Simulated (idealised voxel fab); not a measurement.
Herein follows the process module entitled voxel transistor to metal.
215 nm wide, 5 nm square cells: that's cross-section cut.
Square cells in a grid make up a cross-section in this document, and the grid is given as bands, listed from the top down, each one or more rows of cells.
Band entry format. Leading values: height of top, height of bottom, nm. Remainder: materials in left-to-right order, each with its width in nm. Special words: "edge to edge" on a single material, which then fills the band edge to edge; "blank", empty space.
Height reference: 0 = level under which incoming wafer is all one material. Lowest band: no bottom, runs on downward, e.g. "0 down".
The width entry "30->40" should be interpreted row by row: the top row of cells in the band takes the first number, the bottom row takes the second number, and the change between adjacent rows is uniform throughout.
"everything unchanged" for a step: no cell of the cross-section changed in that step.
For the entry "Enclosed internal cavities", the listed items are empty spaces with no open way to the top whose size is 8 cells or more; each item follows the pattern width x height at distance, where distance is from the left edge and all three are in nm.
Where a step's line continues beyond its settings, the continuation is a remark by the simulator itself on that step.
Steps that use a mask can have "overlay nm" on their line. It says how far the mask sat to the right of where it was meant to be. Negative means to the left.

# Intended process steps
step 1: RECEIVE with material Si
step 2: OXIDIZE with depth nm 5
step 3: CONFORMAL_DEP with material SiN, thk nm 15
step 4: DIRECTIONAL_DEP with material aC, thk nm 15
step 5: PATTERN with tone cover, mask id ACTIVE, material resist, width nm 105, thk nm 35, overlay nm 0
step 6: DIRECTIONAL_ETCH with etch materials aC, depth nm 15
step 7: STRIP with etch materials resist
step 8: DIRECTIONAL_ETCH with etch materials SiN, depth nm 15
step 9: DIRECTIONAL_ETCH with etch materials SiO2, depth nm 5
step 10: DIRECTIONAL_ETCH with etch materials Si, depth nm 30
step 11: STRIP with etch materials aC
step 12: FILL_DEP with material SiO2, thk nm 10
step 13: CMP with height nm 15
step 14: SELECTIVE_ETCH with etch materials SiO2, depth nm 10
step 15: STRIP with etch materials SiN
step 16: SELECTIVE_ETCH with etch materials SiO2, depth nm 5
step 17: OXIDIZE with depth nm 5
step 18: DIRECTIONAL_DEP with material polySi, thk nm 30
step 19: DIRECTIONAL_DEP with material SiCN, thk nm 15
step 20: DIRECTIONAL_DEP with material aC, thk nm 10
step 21: PATTERN with tone cover, mask id GATE, material resist, width nm 25, thk nm 25, overlay nm 0
step 22: DIRECTIONAL_ETCH with etch materials aC, depth nm 10
step 23: STRIP with etch materials resist
step 24: DIRECTIONAL_ETCH with etch materials SiCN, depth nm 25
step 25: DIRECTIONAL_ETCH with etch materials polySi, depth nm 40
step 26: STRIP with etch materials aC
step 27: CONFORMAL_DEP with material SiN, thk nm 10
step 28: DIRECTIONAL_ETCH with etch materials SiN, depth nm 10
step 29: DIRECTIONAL_ETCH with etch materials SiO2, depth nm 5
step 30: DIRECTIONAL_ETCH with etch materials Si, depth nm 10
step 31: EPI with material nSi, thk nm 10
step 32: FILL_DEP with material SiO2, thk nm 10
step 33: CMP with height nm 40
step 34: DIRECTIONAL_DEP with material SiO2, thk nm 15
step 35: PATTERN with tone open, mask id CONTACT, material resist, width nm 20, pitch nm 75, thk nm 15, overlay nm 0
step 36: DIRECTIONAL_ETCH with etch materials SiO2, depth nm 65
step 37: STRIP with etch materials resist
step 38: CONFORMAL_DEP with material TiN, thk nm 5
step 39: FILL_DEP with material Ru, thk nm 5
step 40: CMP with height nm 55
step 41: DIRECTIONAL_DEP with material TiN, thk nm 5
step 42: DIRECTIONAL_DEP with material W, thk nm 25
step 43: DIRECTIONAL_DEP with material aC, thk nm 15
step 44: PATTERN with tone cover, mask id METAL_1, material resist, width nm 20, pitch nm 75, thk nm 30, overlay nm 0
step 45: DIRECTIONAL_ETCH with etch materials aC, depth nm 15
step 46: STRIP with etch materials resist
step 47: DIRECTIONAL_ETCH with etch materials W, depth nm 25
step 48: DIRECTIONAL_ETCH with etch materials TiN, depth nm 5
step 49: STRIP with etch materials aC
step 50: CONFORMAL_DEP with material SiCN, thk nm 5
step 51: FILL_DEP with material SiO2, thk nm 5
step 52: CMP with height nm 85
step 53: CONFORMAL_DEP with material SiN, thk nm 5

# The first of a set of two wafers, run to plan

# Cross-section of the wafer as it came to us, i.e., already through step 1
- 0 down: Si edge to edge
- Enclosed internal cavities: none

# Sectional view: wafer, after step 2
- 0 to -5: SiO2 edge to edge
- below -5: unchanged

# Sectional view: wafer, after step 3
- 15 to 0: SiN edge to edge
- below 0: unchanged

# Sectional view: wafer, after step 4
- 30 to 15: aC edge to edge
- below 15: unchanged

# Sectional view: wafer, after step 5
- 65 to 30: blank: 55, resist: 105, blank: 55
- below 30: unchanged

# Sectional view: wafer, after step 6
- 50 to 30: blank: 55, resist: 105, blank: 55
- 30 to 15: blank: 55, aC: 105, blank: 55
- below 15: unchanged

# Sectional view: wafer, after step 7
- 30 to 15: blank: 55, aC: 105, blank: 55
- below 15: unchanged

# Sectional view: wafer, after step 8
- 30 to 15: blank: 55, aC: 105, blank: 55
- 15 to 0: blank: 55, SiN: 105, blank: 55
- below 0: unchanged

# Sectional view: wafer, after step 9
- 30 to 15: blank: 55, aC: 105, blank: 55
- 15 to 0: blank: 55, SiN: 105, blank: 55
- 0 to -5: blank: 55, SiO2: 105, blank: 55
- below -5: unchanged

# Sectional view: wafer, after step 10
- 30 to 15: blank: 55, aC: 105, blank: 55
- 15 to 0: blank: 55, SiN: 105, blank: 55
- 0 to -5: blank: 55, SiO2: 105, blank: 55
- -5 to -35: blank: 55, Si: 105, blank: 55
- below -35: unchanged

# Sectional view: wafer, after step 11
- 15 to 0: blank: 55, SiN: 105, blank: 55
- below 0: unchanged

# Sectional view: wafer, after step 12
- 25 to 15: SiO2 edge to edge
- 15 to 0: SiO2: 55, SiN: 105, SiO2: 55
- 0 to -5: SiO2 edge to edge
- -5 to -35: SiO2: 55, Si: 105, SiO2: 55
- below -35: unchanged

# Sectional view: wafer, after step 13
- 15 to 0: SiO2: 55, SiN: 105, SiO2: 55
- below 0: unchanged

# Sectional view: wafer, after step 14
- 15 to 5: blank: 55, SiN: 105, blank: 55
- below 5: unchanged

# Sectional view: wafer, after step 15
- 5 to 0: SiO2: 55, blank: 105, SiO2: 55
- below 0: unchanged

# Sectional view: wafer, after step 16
- 0 to -5: SiO2: 50, blank: 115, SiO2: 50
- below -5: unchanged

# Sectional view: wafer, after step 17
- 0 to -5: SiO2: 50, blank: 115, SiO2: 50
- -5 to -10: SiO2 edge to edge
- below -10: unchanged

# Sectional view: wafer, after step 18
- 30 to 25: polySi: 50, blank: 115, polySi: 50
- 25 to 0: polySi edge to edge
- 0 to -5: SiO2: 50, polySi: 115, SiO2: 50
- below -5: unchanged

# Sectional view: wafer, after step 19
- 45 to 40: SiCN: 50, blank: 115, SiCN: 50
- 40 to 30: SiCN edge to edge
- 30 to 25: polySi: 50, SiCN: 115, polySi: 50
- below 25: unchanged

# Sectional view: wafer, after step 20
- 55 to 50: aC: 50, blank: 115, aC: 50
- 50 to 45: aC edge to edge
- 45 to 40: SiCN: 50, aC: 115, SiCN: 50
- below 40: unchanged

# Sectional view: wafer, after step 21
- 80 to 55: blank: 95, resist: 25, blank: 95
- 55 to 50: aC: 50, blank: 45, resist: 25, blank: 45, aC: 50
- below 50: unchanged

# Sectional view: wafer, after step 22
- 70 to 50: blank: 95, resist: 25, blank: 95
- 50 to 45: blank: 95, aC: 25, blank: 95
- 45 to 40: SiCN: 50, blank: 45, aC: 25, blank: 45, SiCN: 50
- below 40: unchanged

# Sectional view: wafer, after step 23
- 50 to 45: blank: 95, aC: 25, blank: 95
- below 45: unchanged

# Sectional view: wafer, after step 24
- 50 to 40: blank: 95, aC: 25, blank: 95
- 40 to 30: blank: 95, SiCN: 25, blank: 95
- 30 to 25: polySi: 50, blank: 45, SiCN: 25, blank: 45, polySi: 50
- below 25: unchanged

# Sectional view: wafer, after step 25
- 50 to 40: blank: 95, aC: 25, blank: 95
- 40 to 25: blank: 95, SiCN: 25, blank: 95
- 25 to 0: blank: 95, polySi: 25, blank: 95
- 0 to -5: SiO2: 50, blank: 45, polySi: 25, blank: 45, SiO2: 50
- below -5: unchanged

# Sectional view: wafer, after step 26
- 40 to 25: blank: 95, SiCN: 25, blank: 95
- below 25: unchanged

# Sectional view: wafer, after step 27
- 50 to 40: blank: 85, SiN: 45, blank: 85
- 40 to 25: blank: 85, SiN: 10, SiCN: 25, SiN: 10, blank: 85
- 25 to 10: blank: 85, SiN: 10, polySi: 25, SiN: 10, blank: 85
- 10 to 5: SiN: 60, blank: 25, SiN: 10, polySi: 25, SiN: 10, blank: 25, SiN: 60
- 5 to 0: SiN: 95, polySi: 25, SiN: 95
- 0 to -5: SiO2: 50, SiN: 45, polySi: 25, SiN: 45, SiO2: 50
- below -5: unchanged

# Sectional view: wafer, after step 28
- 40 to 25: blank: 85, SiN: 10, SiCN: 25, SiN: 10, blank: 85
- 25 to 0: blank: 85, SiN: 10, polySi: 25, SiN: 10, blank: 85
- 0 to -5: SiO2: 50, SiN: 10, blank: 25, SiN: 10, polySi: 25, SiN: 10, blank: 25, SiN: 10, SiO2: 50
- below -5: unchanged

# Sectional view: wafer, after step 29
- 40 to 25: blank: 85, SiN: 10, SiCN: 25, SiN: 10, blank: 85
- 25 to 0: blank: 85, SiN: 10, polySi: 25, SiN: 10, blank: 85
- 0 to -5: blank: 50, SiN: 10, blank: 25, SiN: 10, polySi: 25, SiN: 10, blank: 25, SiN: 10, blank: 50
- -5 to -10: SiO2: 60, blank: 25, SiO2: 45, blank: 25, SiO2: 60
- below -10: unchanged

# Sectional view: wafer, after step 30
- 40 to 25: blank: 85, SiN: 10, SiCN: 25, SiN: 10, blank: 85
- 25 to 0: blank: 85, SiN: 10, polySi: 25, SiN: 10, blank: 85
- 0 to -5: blank: 50, SiN: 10, blank: 25, SiN: 10, polySi: 25, SiN: 10, blank: 25, SiN: 10, blank: 50
- -5 to -10: SiO2: 60, blank: 25, SiO2: 45, blank: 25, SiO2: 60
- -10 to -20: SiO2: 55, Si: 5, blank: 25, Si: 45, blank: 25, Si: 5, SiO2: 55
- below -20: unchanged

# Sectional view: wafer, after step 31
- 40 to 25: blank: 85, SiN: 10, SiCN: 25, SiN: 10, blank: 85
- 25 to 0: blank: 85, SiN: 10, polySi: 25, SiN: 10, blank: 85
- 0 to -5: blank: 50, SiN: 10, nSi: 10, blank: 5, nSi: 10, SiN: 10, polySi: 25, SiN: 10, nSi: 10, blank: 5, nSi: 10, SiN: 10, blank: 50
- -5 to -10: SiO2: 60, nSi: 10, blank: 5, nSi: 10, SiO2: 45, nSi: 10, blank: 5, nSi: 10, SiO2: 60
- -10 to -20: SiO2: 55, Si: 5, nSi: 25, Si: 45, nSi: 25, Si: 5, SiO2: 55
- below -20: unchanged

# Sectional view: wafer, after step 32
- 50 to 40: SiO2 edge to edge
- 40 to 25: SiO2: 85, SiN: 10, SiCN: 25, SiN: 10, SiO2: 85
- 25 to 0: SiO2: 85, SiN: 10, polySi: 25, SiN: 10, SiO2: 85
- 0 to -5: SiO2: 50, SiN: 10, nSi: 10, SiO2: 5, nSi: 10, SiN: 10, polySi: 25, SiN: 10, nSi: 10, SiO2: 5, nSi: 10, SiN: 10, SiO2: 50
- -5 to -10: SiO2: 60, nSi: 10, SiO2: 5, nSi: 10, SiO2: 45, nSi: 10, SiO2: 5, nSi: 10, SiO2: 60
- below -10: unchanged

# Sectional view: wafer, after step 33
- 40 to 25: SiO2: 85, SiN: 10, SiCN: 25, SiN: 10, SiO2: 85
- below 25: unchanged

# Sectional view: wafer, after step 34
- 55 to 40: SiO2 edge to edge
- below 40: unchanged

# Sectional view: wafer, after step 35
- 70 to 55: resist: 60, blank: 20, resist: 55, blank: 20, resist: 60
- below 55: unchanged

# Sectional view: wafer, after step 36
- 70 to 55: resist: 60, blank: 20, resist: 55, blank: 20, resist: 60
- 55 to 40: SiO2: 60, blank: 20, SiO2: 55, blank: 20, SiO2: 60
- 40 to 25: SiO2: 60, blank: 20, SiO2: 5, SiN: 10, SiCN: 25, SiN: 10, SiO2: 5, blank: 20, SiO2: 60
- 25 to 0: SiO2: 60, blank: 20, SiO2: 5, SiN: 10, polySi: 25, SiN: 10, SiO2: 5, blank: 20, SiO2: 60
- 0 to -5: SiO2: 50, SiN: 10, nSi: 10, blank: 5, nSi: 10, SiN: 10, polySi: 25, SiN: 10, nSi: 10, blank: 5, nSi: 10, SiN: 10, SiO2: 50
- -5 to -10: SiO2: 60, nSi: 10, blank: 5, nSi: 10, SiO2: 45, nSi: 10, blank: 5, nSi: 10, SiO2: 60
- below -10: unchanged

# Sectional view: wafer, after step 37
- 55 to 40: SiO2: 60, blank: 20, SiO2: 55, blank: 20, SiO2: 60
- below 40: unchanged

# Sectional view: wafer, after step 38
- 60 to 55: TiN: 65, blank: 10, TiN: 65, blank: 10, TiN: 65
- 55 to 40: SiO2: 60, TiN: 5, blank: 10, TiN: 5, SiO2: 55, TiN: 5, blank: 10, TiN: 5, SiO2: 60
- 40 to 25: SiO2: 60, TiN: 5, blank: 10, TiN: 5, SiO2: 5, SiN: 10, SiCN: 25, SiN: 10, SiO2: 5, TiN: 5, blank: 10, TiN: 5, SiO2: 60
- 25 to 5: SiO2: 60, TiN: 5, blank: 10, TiN: 5, SiO2: 5, SiN: 10, polySi: 25, SiN: 10, SiO2: 5, TiN: 5, blank: 10, TiN: 5, SiO2: 60
- 5 to 0: SiO2: 60, TiN: 20, SiO2: 5, SiN: 10, polySi: 25, SiN: 10, SiO2: 5, TiN: 20, SiO2: 60
- 0 to -5: SiO2: 50, SiN: 10, nSi: 10, TiN: 5, nSi: 10, SiN: 10, polySi: 25, SiN: 10, nSi: 10, TiN: 5, nSi: 10, SiN: 10, SiO2: 50
- -5 to -10: SiO2: 60, nSi: 10, TiN: 5, nSi: 10, SiO2: 45, nSi: 10, TiN: 5, nSi: 10, SiO2: 60
- below -10: unchanged

# Sectional view: wafer, after step 39
- 65 to 60: Ru edge to edge
- 60 to 55: TiN: 65, Ru: 10, TiN: 65, Ru: 10, TiN: 65
- 55 to 40: SiO2: 60, TiN: 5, Ru: 10, TiN: 5, SiO2: 55, TiN: 5, Ru: 10, TiN: 5, SiO2: 60
- 40 to 25: SiO2: 60, TiN: 5, Ru: 10, TiN: 5, SiO2: 5, SiN: 10, SiCN: 25, SiN: 10, SiO2: 5, TiN: 5, Ru: 10, TiN: 5, SiO2: 60
- 25 to 5: SiO2: 60, TiN: 5, Ru: 10, TiN: 5, SiO2: 5, SiN: 10, polySi: 25, SiN: 10, SiO2: 5, TiN: 5, Ru: 10, TiN: 5, SiO2: 60
- below 5: unchanged

# Sectional view: wafer, after step 40
- 55 to 40: SiO2: 60, TiN: 5, Ru: 10, TiN: 5, SiO2: 55, TiN: 5, Ru: 10, TiN: 5, SiO2: 60
- below 40: unchanged

# Sectional view: wafer, after step 41
- 60 to 55: TiN edge to edge
- below 55: unchanged

# Sectional view: wafer, after step 42
- 85 to 60: W edge to edge
- below 60: unchanged

# Sectional view: wafer, after step 43
- 100 to 85: aC edge to edge
- below 85: unchanged

# Sectional view: wafer, after step 44
- 130 to 100: blank: 60, resist: 20, blank: 55, resist: 20, blank: 60
- below 100: unchanged

# Sectional view: wafer, after step 45
- 115 to 100: blank: 60, resist: 20, blank: 55, resist: 20, blank: 60
- 100 to 85: blank: 60, aC: 20, blank: 55, aC: 20, blank: 60
- below 85: unchanged

# Sectional view: wafer, after step 46
- 100 to 85: blank: 60, aC: 20, blank: 55, aC: 20, blank: 60
- below 85: unchanged

# Sectional view: wafer, after step 47
- 100 to 85: blank: 60, aC: 20, blank: 55, aC: 20, blank: 60
- 85 to 60: blank: 60, W: 20, blank: 55, W: 20, blank: 60
- below 60: unchanged

# Sectional view: wafer, after step 48
- 100 to 85: blank: 60, aC: 20, blank: 55, aC: 20, blank: 60
- 85 to 60: blank: 60, W: 20, blank: 55, W: 20, blank: 60
- 60 to 55: blank: 60, TiN: 20, blank: 55, TiN: 20, blank: 60
- below 55: unchanged

# Sectional view: wafer, after step 49
- 85 to 60: blank: 60, W: 20, blank: 55, W: 20, blank: 60
- below 60: unchanged

# Sectional view: wafer, after step 50
- 90 to 85: blank: 55, SiCN: 30, blank: 45, SiCN: 30, blank: 55
- 85 to 60: blank: 55, SiCN: 5, W: 20, SiCN: 5, blank: 45, SiCN: 5, W: 20, SiCN: 5, blank: 55
- 60 to 55: SiCN: 60, TiN: 20, SiCN: 55, TiN: 20, SiCN: 60
- below 55: unchanged

# Sectional view: wafer, after step 51
- 95 to 90: SiO2 edge to edge
- 90 to 85: SiO2: 55, SiCN: 30, SiO2: 45, SiCN: 30, SiO2: 55
- 85 to 60: SiO2: 55, SiCN: 5, W: 20, SiCN: 5, SiO2: 45, SiCN: 5, W: 20, SiCN: 5, SiO2: 55
- below 60: unchanged

# Sectional view: wafer, after step 52
- 85 to 60: SiO2: 55, SiCN: 5, W: 20, SiCN: 5, SiO2: 45, SiCN: 5, W: 20, SiCN: 5, SiO2: 55
- below 60: unchanged

# Sectional view: wafer, after step 53
- 90 to 85: SiN edge to edge
- below 85: unchanged

# Wafer two of the pair: same origin, same plan, one error during the run; identical to wafer one up to and including step 22

What the second wafer looks like in cross-section when step 23 should have wrapped up: everything unchanged

# What the second wafer looks like in cross-section when step 24 should have wrapped up
- 70 to 50: blank: 95, resist: 25, blank: 95
- 50 to 40: blank: 95, aC: 25, blank: 95
- 40 to 30: blank: 95, SiCN: 25, blank: 95
- 30 to 25: polySi: 50, blank: 45, SiCN: 25, blank: 45, polySi: 50
- below 25: unchanged

# What the second wafer looks like in cross-section when step 25 should have wrapped up
- 70 to 50: blank: 95, resist: 25, blank: 95
- 50 to 40: blank: 95, aC: 25, blank: 95
- 40 to 25: blank: 95, SiCN: 25, blank: 95
- 25 to 0: blank: 95, polySi: 25, blank: 95
- 0 to -5: SiO2: 50, blank: 45, polySi: 25, blank: 45, SiO2: 50
- below -5: unchanged

# What the second wafer looks like in cross-section when step 26 should have wrapped up
- 40 to 25: blank: 95, SiCN: 25, blank: 95
- below 25: unchanged

# What the second wafer looks like in cross-section when step 27 should have wrapped up
- 50 to 40: blank: 85, SiN: 45, blank: 85
- 40 to 25: blank: 85, SiN: 10, SiCN: 25, SiN: 10, blank: 85
- 25 to 10: blank: 85, SiN: 10, polySi: 25, SiN: 10, blank: 85
- 10 to 5: SiN: 60, blank: 25, SiN: 10, polySi: 25, SiN: 10, blank: 25, SiN: 60
- 5 to 0: SiN: 95, polySi: 25, SiN: 95
- 0 to -5: SiO2: 50, SiN: 45, polySi: 25, SiN: 45, SiO2: 50
- below -5: unchanged

# What the second wafer looks like in cross-section when step 28 should have wrapped up
- 40 to 25: blank: 85, SiN: 10, SiCN: 25, SiN: 10, blank: 85
- 25 to 0: blank: 85, SiN: 10, polySi: 25, SiN: 10, blank: 85
- 0 to -5: SiO2: 50, SiN: 10, blank: 25, SiN: 10, polySi: 25, SiN: 10, blank: 25, SiN: 10, SiO2: 50
- below -5: unchanged

# What the second wafer looks like in cross-section when step 29 should have wrapped up
- 40 to 25: blank: 85, SiN: 10, SiCN: 25, SiN: 10, blank: 85
- 25 to 0: blank: 85, SiN: 10, polySi: 25, SiN: 10, blank: 85
- 0 to -5: blank: 50, SiN: 10, blank: 25, SiN: 10, polySi: 25, SiN: 10, blank: 25, SiN: 10, blank: 50
- -5 to -10: SiO2: 60, blank: 25, SiO2: 45, blank: 25, SiO2: 60
- below -10: unchanged

# What the second wafer looks like in cross-section when step 30 should have wrapped up
- 40 to 25: blank: 85, SiN: 10, SiCN: 25, SiN: 10, blank: 85
- 25 to 0: blank: 85, SiN: 10, polySi: 25, SiN: 10, blank: 85
- 0 to -5: blank: 50, SiN: 10, blank: 25, SiN: 10, polySi: 25, SiN: 10, blank: 25, SiN: 10, blank: 50
- -5 to -10: SiO2: 60, blank: 25, SiO2: 45, blank: 25, SiO2: 60
- -10 to -20: SiO2: 55, Si: 5, blank: 25, Si: 45, blank: 25, Si: 5, SiO2: 55
- below -20: unchanged

# What the second wafer looks like in cross-section when step 31 should have wrapped up
- 40 to 25: blank: 85, SiN: 10, SiCN: 25, SiN: 10, blank: 85
- 25 to 0: blank: 85, SiN: 10, polySi: 25, SiN: 10, blank: 85
- 0 to -5: blank: 50, SiN: 10, nSi: 10, blank: 5, nSi: 10, SiN: 10, polySi: 25, SiN: 10, nSi: 10, blank: 5, nSi: 10, SiN: 10, blank: 50
- -5 to -10: SiO2: 60, nSi: 10, blank: 5, nSi: 10, SiO2: 45, nSi: 10, blank: 5, nSi: 10, SiO2: 60
- -10 to -20: SiO2: 55, Si: 5, nSi: 25, Si: 45, nSi: 25, Si: 5, SiO2: 55
- below -20: unchanged

# What the second wafer looks like in cross-section when step 32 should have wrapped up
- 50 to 40: SiO2 edge to edge
- 40 to 25: SiO2: 85, SiN: 10, SiCN: 25, SiN: 10, SiO2: 85
- 25 to 0: SiO2: 85, SiN: 10, polySi: 25, SiN: 10, SiO2: 85
- 0 to -5: SiO2: 50, SiN: 10, nSi: 10, SiO2: 5, nSi: 10, SiN: 10, polySi: 25, SiN: 10, nSi: 10, SiO2: 5, nSi: 10, SiN: 10, SiO2: 50
- -5 to -10: SiO2: 60, nSi: 10, SiO2: 5, nSi: 10, SiO2: 45, nSi: 10, SiO2: 5, nSi: 10, SiO2: 60
- below -10: unchanged

# What the second wafer looks like in cross-section when step 33 should have wrapped up
- 40 to 25: SiO2: 85, SiN: 10, SiCN: 25, SiN: 10, SiO2: 85
- below 25: unchanged

# What the second wafer looks like in cross-section when step 34 should have wrapped up
- 55 to 40: SiO2 edge to edge
- below 40: unchanged

# What the second wafer looks like in cross-section when step 35 should have wrapped up
- 70 to 55: resist: 60, blank: 20, resist: 55, blank: 20, resist: 60
- below 55: unchanged

# What the second wafer looks like in cross-section when step 36 should have wrapped up
- 70 to 55: resist: 60, blank: 20, resist: 55, blank: 20, resist: 60
- 55 to 40: SiO2: 60, blank: 20, SiO2: 55, blank: 20, SiO2: 60
- 40 to 25: SiO2: 60, blank: 20, SiO2: 5, SiN: 10, SiCN: 25, SiN: 10, SiO2: 5, blank: 20, SiO2: 60
- 25 to 0: SiO2: 60, blank: 20, SiO2: 5, SiN: 10, polySi: 25, SiN: 10, SiO2: 5, blank: 20, SiO2: 60
- 0 to -5: SiO2: 50, SiN: 10, nSi: 10, blank: 5, nSi: 10, SiN: 10, polySi: 25, SiN: 10, nSi: 10, blank: 5, nSi: 10, SiN: 10, SiO2: 50
- -5 to -10: SiO2: 60, nSi: 10, blank: 5, nSi: 10, SiO2: 45, nSi: 10, blank: 5, nSi: 10, SiO2: 60
- below -10: unchanged

# What the second wafer looks like in cross-section when step 37 should have wrapped up
- 55 to 40: SiO2: 60, blank: 20, SiO2: 55, blank: 20, SiO2: 60
- below 40: unchanged

# What the second wafer looks like in cross-section when step 38 should have wrapped up
- 60 to 55: TiN: 65, blank: 10, TiN: 65, blank: 10, TiN: 65
- 55 to 40: SiO2: 60, TiN: 5, blank: 10, TiN: 5, SiO2: 55, TiN: 5, blank: 10, TiN: 5, SiO2: 60
- 40 to 25: SiO2: 60, TiN: 5, blank: 10, TiN: 5, SiO2: 5, SiN: 10, SiCN: 25, SiN: 10, SiO2: 5, TiN: 5, blank: 10, TiN: 5, SiO2: 60
- 25 to 5: SiO2: 60, TiN: 5, blank: 10, TiN: 5, SiO2: 5, SiN: 10, polySi: 25, SiN: 10, SiO2: 5, TiN: 5, blank: 10, TiN: 5, SiO2: 60
- 5 to 0: SiO2: 60, TiN: 20, SiO2: 5, SiN: 10, polySi: 25, SiN: 10, SiO2: 5, TiN: 20, SiO2: 60
- 0 to -5: SiO2: 50, SiN: 10, nSi: 10, TiN: 5, nSi: 10, SiN: 10, polySi: 25, SiN: 10, nSi: 10, TiN: 5, nSi: 10, SiN: 10, SiO2: 50
- -5 to -10: SiO2: 60, nSi: 10, TiN: 5, nSi: 10, SiO2: 45, nSi: 10, TiN: 5, nSi: 10, SiO2: 60
- below -10: unchanged

# What the second wafer looks like in cross-section when step 39 should have wrapped up
- 65 to 60: Ru edge to edge
- 60 to 55: TiN: 65, Ru: 10, TiN: 65, Ru: 10, TiN: 65
- 55 to 40: SiO2: 60, TiN: 5, Ru: 10, TiN: 5, SiO2: 55, TiN: 5, Ru: 10, TiN: 5, SiO2: 60
- 40 to 25: SiO2: 60, TiN: 5, Ru: 10, TiN: 5, SiO2: 5, SiN: 10, SiCN: 25, SiN: 10, SiO2: 5, TiN: 5, Ru: 10, TiN: 5, SiO2: 60
- 25 to 5: SiO2: 60, TiN: 5, Ru: 10, TiN: 5, SiO2: 5, SiN: 10, polySi: 25, SiN: 10, SiO2: 5, TiN: 5, Ru: 10, TiN: 5, SiO2: 60
- below 5: unchanged

# What the second wafer looks like in cross-section when step 40 should have wrapped up
- 55 to 40: SiO2: 60, TiN: 5, Ru: 10, TiN: 5, SiO2: 55, TiN: 5, Ru: 10, TiN: 5, SiO2: 60
- below 40: unchanged

# What the second wafer looks like in cross-section when step 41 should have wrapped up
- 60 to 55: TiN edge to edge
- below 55: unchanged

# What the second wafer looks like in cross-section when step 42 should have wrapped up
- 85 to 60: W edge to edge
- below 60: unchanged

# What the second wafer looks like in cross-section when step 43 should have wrapped up
- 100 to 85: aC edge to edge
- below 85: unchanged

# What the second wafer looks like in cross-section when step 44 should have wrapped up
- 130 to 100: blank: 60, resist: 20, blank: 55, resist: 20, blank: 60
- below 100: unchanged

# What the second wafer looks like in cross-section when step 45 should have wrapped up
- 115 to 100: blank: 60, resist: 20, blank: 55, resist: 20, blank: 60
- 100 to 85: blank: 60, aC: 20, blank: 55, aC: 20, blank: 60
- below 85: unchanged

# What the second wafer looks like in cross-section when step 46 should have wrapped up
- 100 to 85: blank: 60, aC: 20, blank: 55, aC: 20, blank: 60
- below 85: unchanged

# What the second wafer looks like in cross-section when step 47 should have wrapped up
- 100 to 85: blank: 60, aC: 20, blank: 55, aC: 20, blank: 60
- 85 to 60: blank: 60, W: 20, blank: 55, W: 20, blank: 60
- below 60: unchanged

# What the second wafer looks like in cross-section when step 48 should have wrapped up
- 100 to 85: blank: 60, aC: 20, blank: 55, aC: 20, blank: 60
- 85 to 60: blank: 60, W: 20, blank: 55, W: 20, blank: 60
- 60 to 55: blank: 60, TiN: 20, blank: 55, TiN: 20, blank: 60
- below 55: unchanged

# What the second wafer looks like in cross-section when step 49 should have wrapped up
- 85 to 60: blank: 60, W: 20, blank: 55, W: 20, blank: 60
- below 60: unchanged

# What the second wafer looks like in cross-section when step 50 should have wrapped up
- 90 to 85: blank: 55, SiCN: 30, blank: 45, SiCN: 30, blank: 55
- 85 to 60: blank: 55, SiCN: 5, W: 20, SiCN: 5, blank: 45, SiCN: 5, W: 20, SiCN: 5, blank: 55
- 60 to 55: SiCN: 60, TiN: 20, SiCN: 55, TiN: 20, SiCN: 60
- below 55: unchanged

# What the second wafer looks like in cross-section when step 51 should have wrapped up
- 95 to 90: SiO2 edge to edge
- 90 to 85: SiO2: 55, SiCN: 30, SiO2: 45, SiCN: 30, SiO2: 55
- 85 to 60: SiO2: 55, SiCN: 5, W: 20, SiCN: 5, SiO2: 45, SiCN: 5, W: 20, SiCN: 5, SiO2: 55
- below 60: unchanged

# What the second wafer looks like in cross-section when step 52 should have wrapped up
- 85 to 60: SiO2: 55, SiCN: 5, W: 20, SiCN: 5, SiO2: 45, SiCN: 5, W: 20, SiCN: 5, SiO2: 55
- below 60: unchanged

# What the second wafer looks like in cross-section when step 53 should have wrapped up
- 90 to 85: SiN edge to edge
- below 85: unchanged
Deviation noted in wafer processing: the plan's step 23 was left out and never carried out
The mistake has no effect on what this model computes, because the two wafers end with the same cross-section.
